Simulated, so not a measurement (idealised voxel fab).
voxel self aligned contacts: a process module
Section shown: cut. Width: 205 nm. Cell size: 5 nm, square.
Notation: cross-section as square-cell grid; stated in bands, top first, going down; one or more cell rows per band.
It is stipulated that each band's entry specify, in nanometres, the height of the top of the band and then that of its bottom, followed by the materials of the band in left-to-right sequence, each together with its width in nanometres. A single material marked by the word "full width" is understood to fill the band from edge to edge; the word "empty" is understood to denote empty space.
For the purposes of this specification, 0 denotes the height below which the wafer in its as-received condition is composed wholly of one material, and the lowermost band, lacking a lower limit, extends downward without end, as expressed in "top 0, no bottom".
Width "30..40": first value at the band's top row of cells, second value at its bottom row, equal change from row to row.
Where the words "no modification" appear for a step, the cross-section shows no cell changed by that step; every cell remained as before.
Listed in "Sealed internal cavities": every empty space of 8 or more cells without an open way to the top. Form: width x height at distance, the distance being from the left edge, all in nm.
Post-settings text on a step line: simulator's own remark regarding the step.
overlay nm: where the mask lay relative to plan, measured to the right, on steps with a mask; negatives go left.
Planned process steps:
1: RECEIVE with material Si
2: CONFORMAL_DEP with material SiO2, thk nm 5
3: DIRECTIONAL_DEP with material polySi, thk nm 30
4: DIRECTIONAL_DEP with material SiN, thk nm 20
5: PATTERN with tone cover, mask id GATE, material resist, width nm 30, pitch nm 60, thk nm 20, overlay nm 0
6: DIRECTIONAL_ETCH with etch materials SiN, depth nm 20
7: DIRECTIONAL_ETCH with etch materials polySi, depth nm 30
8: STRIP with etch materials resist
9: CONFORMAL_DEP with material SiN, thk nm 5
10: DIRECTIONAL_ETCH with etch materials SiN, depth nm 5
11: FILL_DEP with material SiO2, thk nm 15
12: CMP with height nm 60
13: PATTERN with tone open, mask id CONTACT, material resist, width nm 40, thk nm 15, overlay nm 0
14: DIRECTIONAL_ETCH with etch materials SiO2, depth nm 60
15: STRIP with etch materials resist
16: CONFORMAL_DEP with material TiN, thk nm 5
17: FILL_DEP with material W, thk nm 10
18: CMP with height nm 60
19: CONFORMAL_DEP with material SiN, thk nm 5
What follows covers the first of two wafers; it ran as planned:
This is the cross-section of the wafer as we received it, i.e. after step 1:
    top 0, no bottom = Si full width
    Sealed internal cavities: none
Sectional view: wafer, after step 2:
    top 5, bottom 0 = SiO2 full width
    Under the height 0 nothing was changed.
Sectional view: wafer, after step 3:
    top 35, bottom 5 = polySi full width
    Under the height 5 nothing was changed.
Sectional view: wafer, after step 4:
    top 55, bottom 35 = SiN full width
    Under the height 35 nothing was changed.
Sectional view: wafer, after step 5:
    top 75, bottom 55 = empty (55), then resist (30), then empty (30), then resist (30), then empty (60)
    Under the height 55 nothing was changed.
Sectional view: wafer, after step 6:
    top 75, bottom 55 = empty (55), then resist (30), then empty (30), then resist (30), then empty (60)
    top 55, bottom 35 = empty (55), then SiN (30), then empty (30), then SiN (30), then empty (60)
    Under the height 35 nothing was changed.
Sectional view: wafer, after step 7:
    top 75, bottom 55 = empty (55), then resist (30), then empty (30), then resist (30), then empty (60)
    top 55, bottom 35 = empty (55), then SiN (30), then empty (30), then SiN (30), then empty (60)
    top 35, bottom 5 = empty (55), then polySi (30), then empty (30), then polySi (30), then empty (60)
    Under the height 5 nothing was changed.
Sectional view: wafer, after step 8:
    top 55, bottom 35 = empty (55), then SiN (30), then empty (30), then SiN (30), then empty (60)
    Under the height 35 nothing was changed.
Sectional view: wafer, after step 9:
    top 60, bottom 35 = empty (50), then SiN (40), then empty (20), then SiN (40), then empty (55)
    top 35, bottom 10 = empty (50), then SiN (5), then polySi (30), then SiN (5), then empty (20), then SiN (5), then polySi (30), then SiN (5), then empty (55)
    top 10, bottom 5 = SiN (55), then polySi (30), then SiN (30), then polySi (30), then SiN (60)
    Under the height 5 nothing was changed.
Sectional view: wafer, after step 10:
    top 55, bottom 35 = empty (50), then SiN (40), then empty (20), then SiN (40), then empty (55)
    top 35, bottom 5 = empty (50), then SiN (5), then polySi (30), then SiN (5), then empty (20), then SiN (5), then polySi (30), then SiN (5), then empty (55)
    Under the height 5 nothing was changed.
Sectional view: wafer, after step 11:
    top 70, bottom 55 = SiO2 full width
    top 55, bottom 35 = SiO2 (50), then SiN (40), then SiO2 (20), then SiN (40), then SiO2 (55)
    top 35, bottom 5 = SiO2 (50), then SiN (5), then polySi (30), then SiN (5), then SiO2 (20), then SiN (5), then polySi (30), then SiN (5), then SiO2 (55)
    Under the height 5 nothing was changed.
Sectional view: wafer, after step 12:
    top 60, bottom 55 = SiO2 full width
    Under the height 55 nothing was changed.
Sectional view: wafer, after step 13:
    top 75, bottom 60 = resist (80), then empty (40), then resist (85)
    Under the height 60 nothing was changed.
Sectional view: wafer, after step 14:
    top 75, bottom 60 = resist (80), then empty (40), then resist (85)
    top 60, bottom 55 = SiO2 (80), then empty (40), then SiO2 (85)
    top 55, bottom 35 = SiO2 (50), then SiN (40), then empty (20), then SiN (40), then SiO2 (55)
    top 35, bottom 5 = SiO2 (50), then SiN (5), then polySi (30), then SiN (5), then empty (20), then SiN (5), then polySi (30), then SiN (5), then SiO2 (55)
    top 5, bottom 0 = SiO2 (90), then empty (20), then SiO2 (95)
    Under the height 0 nothing was changed.
Sectional view: wafer, after step 15:
    top 60, bottom 55 = SiO2 (80), then empty (40), then SiO2 (85)
    Under the height 55 nothing was changed.
Sectional view: wafer, after step 16:
    top 65, bottom 60 = TiN (85), then empty (30), then TiN (90)
    top 60, bottom 55 = SiO2 (80), then TiN (15), then empty (10), then TiN (15), then SiO2 (85)
    top 55, bottom 35 = SiO2 (50), then SiN (40), then TiN (5), then empty (10), then TiN (5), then SiN (40), then SiO2 (55)
    top 35, bottom 5 = SiO2 (50), then SiN (5), then polySi (30), then SiN (5), then TiN (5), then empty (10), then TiN (5), then SiN (5), then polySi (30), then SiN (5), then SiO2 (55)
    top 5, bottom 0 = SiO2 (90), then TiN (20), then SiO2 (95)
    Under the height 0 nothing was changed.
Sectional view: wafer, after step 17:
    top 75, bottom 65 = W full width
    top 65, bottom 60 = TiN (85), then W (30), then TiN (90)
    top 60, bottom 55 = SiO2 (80), then TiN (15), then W (10), then TiN (15), then SiO2 (85)
    top 55, bottom 35 = SiO2 (50), then SiN (40), then TiN (5), then W (10), then TiN (5), then SiN (40), then SiO2 (55)
    top 35, bottom 5 = SiO2 (50), then SiN (5), then polySi (30), then SiN (5), then TiN (5), then W (10), then TiN (5), then SiN (5), then polySi (30), then SiN (5), then SiO2 (55)
    Under the height 5 nothing was changed.
Sectional view: wafer, after step 18:
    top 60, bottom 55 = SiO2 (80), then TiN (15), then W (10), then TiN (15), then SiO2 (85)
    Under the height 55 nothing was changed.
Sectional view: wafer, after step 19:
    top 65, bottom 60 = SiN full width
    Under the height 60 nothing was changed.
The second wafer began exactly as the first did and followed the same plan, but one mistake was made while running it; through step 12 inclusive, the two wafers are identical:
Planned end of step 13: second wafer, cross-section:
    top 75, bottom 60 = empty (80), then resist (40), then empty (85)
    Under the height 60 nothing was changed.
Planned end of step 14: second wafer, cross-section:
    top 75, bottom 60 = empty (80), then resist (40), then empty (85)
    top 60, bottom 55 = empty (80), then SiO2 (40), then empty (85)
    top 55, bottom 35 = empty (50), then SiN (40), then SiO2 (20), then SiN (40), then empty (55)
    top 35, bottom 5 = empty (50), then SiN (5), then polySi (30), then SiN (5), then SiO2 (20), then SiN (5), then polySi (30), then SiN (5), then empty (55)
    top 5, bottom 0 = empty (50), then SiO2 (100), then empty (55)
    Under the height 0 nothing was changed.
Planned end of step 15: second wafer, cross-section:
    top 60, bottom 55 = empty (80), then SiO2 (40), then empty (85)
    Under the height 55 nothing was changed.
Planned end of step 16: second wafer, cross-section:
    top 65, bottom 60 = empty (75), then TiN (50), then empty (80)
    top 60, bottom 55 = empty (45), then TiN (35), then SiO2 (40), then TiN (35), then empty (50)
    top 55, bottom 35 = empty (45), then TiN (5), then SiN (40), then SiO2 (20), then SiN (40), then TiN (5), then empty (50)
    top 35, bottom 5 = empty (45), then TiN (5), then SiN (5), then polySi (30), then SiN (5), then SiO2 (20), then SiN (5), then polySi (30), then SiN (5), then TiN (5), then empty (50)
    top 5, bottom 0 = TiN (50), then SiO2 (100), then TiN (55)
    Under the height 0 nothing was changed.
Planned end of step 17: second wafer, cross-section:
    top 75, bottom 65 = W full width
    top 65, bottom 60 = W (75), then TiN (50), then W (80)
    top 60, bottom 55 = W (45), then TiN (35), then SiO2 (40), then TiN (35), then W (50)
    top 55, bottom 35 = W (45), then TiN (5), then SiN (40), then SiO2 (20), then SiN (40), then TiN (5), then W (50)
    top 35, bottom 5 = W (45), then TiN (5), then SiN (5), then polySi (30), then SiN (5), then SiO2 (20), then SiN (5), then polySi (30), then SiN (5), then TiN (5), then W (50)
    Under the height 5 nothing was changed.
Planned end of step 18: second wafer, cross-section:
    top 60, bottom 55 = W (45), then TiN (35), then SiO2 (40), then TiN (35), then W (50)
    Under the height 55 nothing was changed.
Planned end of step 19: second wafer, cross-section:
    top 65, bottom 60 = SiN full width
    Under the height 60 nothing was changed.
Which mistake was made when the wafer was run? step 13 ran with different settings than intended, the actual operation and settings being PATTERN with tone cover, mask id CONTACT, material resist, width nm 40, thk nm 15, overlay nm 0
Final tally in cells, some materials are higher or lower on the second wafer than on the first: SiO2 -212 | TiN +25 | W +187
